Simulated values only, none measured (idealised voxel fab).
The following is a process module called voxel gate over fins.
cross-section cut | 235 nm wide | cells 5 nm
A cross-section is a grid of square cells, given in bands from the top down. A band is one or more rows of cells.
Heights first: top, then bottom, in nm. Then materials, left to right, each with a width in nm. "all across" on a single material: fills the band edge to edge. "empty": empty space.
For the purposes of this specification, 0 denotes the height below which the wafer in its as-received condition is composed wholly of one material, and the lowermost band, lacking a lower limit, extends downward without end, as expressed in "0 -> down".
A width such as "30..40" changes by the same amount from each row of cells to the next, from the band's top row to its bottom row.
What does "identical to before" mean for a step? It means no cell of the cross-section changed in that step.
This entry, "Completely sealed voids", enumerates those empty regions of no fewer than 8 cells that possess no open connection to the top. Each region is reported in the form width x height at distance, the distance being taken from the left edge, with all three quantities expressed in nm.
On each step's line, the part that comes after the settings is the simulator's own comment on the step.
overlay nm: right-of-plan distance of the mask on a masked step; negative values mean left-of-plan.
List of planned process steps:
1 RECEIVE: material Si
2 CONFORMAL_DEP: material SiN, thk nm 5
3 PATTERN: tone cover, mask id FINS, material resist, width nm 15, pitch nm 50, thk nm 20, overlay nm 0
4 DIRECTIONAL_ETCH: etch materials SiN, depth nm 5
5 DIRECTIONAL_ETCH: etch materials Si, depth nm 30
6 STRIP: etch materials resist
7 FILL_DEP: material SiO2, thk nm 5
8 CMP: height nm 5
9 PATTERN: tone open, mask id RAIL, material resist, width nm 15, thk nm 20, overlay nm 0
10 DIRECTIONAL_ETCH: etch materials SiO2, depth nm 30
11 STRIP: etch materials resist
12 CONFORMAL_DEP: material TiN, thk nm 5
13 FILL_DEP: material Ru, thk nm 5
14 CMP: height nm 5
15 SELECTIVE_ETCH: etch materials W Ru TiN, depth nm 20
16 FILL_DEP: material SiO2, thk nm 5
17 CMP: height nm 5
18 SELECTIVE_ETCH: etch materials SiO2, depth nm 15
19 STRIP: etch materials SiN
20 CONFORMAL_DEP: material HfO2, thk nm 5
21 CONFORMAL_DEP: material TiN, thk nm 5
22 CONFORMAL_DEP: material TiAl, thk nm 5
23 CONFORMAL_DEP: material TiN, thk nm 5
24 FILL_DEP: material W, thk nm 15
25 CMP: height nm 30
26 CONFORMAL_DEP: material SiN, thk nm 10
Cross-section, incoming material, after step 1:
0 -> down: Si all across
Completely sealed voids: none
End-of-module cross-section of the first of two wafers, processed as planned:
40 -> 30: SiN all across
30 -> 20: W all across
20 -> 15: W=65, TiN=105, W=65
15 -> 10: W=65, TiN=5, TiAl=45, TiN=5, TiAl=45, TiN=5, W=65
10 -> 5: TiN=70, TiAl=5, TiN=35, TiAl=5, TiN=5, TiAl=5, TiN=35, TiAl=5, TiN=70
5 -> 0: TiAl=75, TiN=5, HfO2=25, TiN=5, TiAl=15, TiN=5, HfO2=25, TiN=5, TiAl=75
0 -> -5: TiN=80, HfO2=5, Si=15, HfO2=5, TiN=25, HfO2=5, Si=15, HfO2=5, TiN=80
-5 -> -10: HfO2=85, Si=15, HfO2=35, Si=15, HfO2=85
-10 -> -15: SiO2=85, Si=15, SiO2=35, Si=15, SiO2=85
-15 -> -20: SiO2=85, Si=15, SiO2=10, TiN=5, Ru=5, TiN=5, SiO2=10, Si=15, SiO2=85
-20 -> -25: SiO2=85, Si=15, SiO2=10, TiN=15, SiO2=10, Si=15, SiO2=85
-25 -> -30: SiO2=85, Si=15, SiO2=35, Si=15, SiO2=85
-30 -> down: Si all across
Completely sealed voids: none
Wafer two, end of module, cross-section. Same start, same plan as wafer one. One mistake in the run:
40 -> 30: SiN all across
30 -> 20: W all across
20 -> 15: W=65, TiN=105, W=65
15 -> 10: W=65, TiN=5, TiAl=45, TiN=5, TiAl=45, TiN=5, W=65
10 -> 5: W=65, TiN=5, TiAl=5, TiN=35, TiAl=5, TiN=5, TiAl=5, TiN=35, TiAl=5, TiN=5, W=65
5 -> 0: W=65, TiN=5, TiAl=5, TiN=5, HfO2=25, TiN=5, TiAl=5, TiN=5, TiAl=5, TiN=5, HfO2=25, TiN=5, TiAl=5, TiN=5, W=65
0 -> -5: W=65, TiN=5, TiAl=5, TiN=5, HfO2=5, Si=15, HfO2=5, TiN=5, TiAl=15, TiN=5, HfO2=5, Si=15, HfO2=5, TiN=5, TiAl=5, TiN=5, W=65
-5 -> -10: TiN=70, TiAl=5, TiN=5, HfO2=5, Si=15, HfO2=5, TiN=25, HfO2=5, Si=15, HfO2=5, TiN=5, TiAl=5, TiN=70
-10 -> -15: TiAl=75, TiN=5, HfO2=5, Si=15, HfO2=35, Si=15, HfO2=5, TiN=5, TiAl=75
-15 -> -20: TiN=80, HfO2=5, Si=15, HfO2=10, TiN=5, Ru=5, TiN=5, HfO2=10, Si=15, HfO2=5, TiN=80
-20 -> -25: HfO2=85, Si=15, HfO2=10, TiN=15, HfO2=10, Si=15, HfO2=85
-25 -> -30: SiO2=85, Si=15, SiO2=35, Si=15, SiO2=85
-30 -> down: Si all across
Completely sealed voids: none
Which mistake was made when the wafer was run? the plan had its step 18 run twice
Final comparison by cell count, materials where the second wafer has more or fewer than the first: HfO2 +16 | SiO2 -117 | TiAl +8 | TiN +15 | W +78
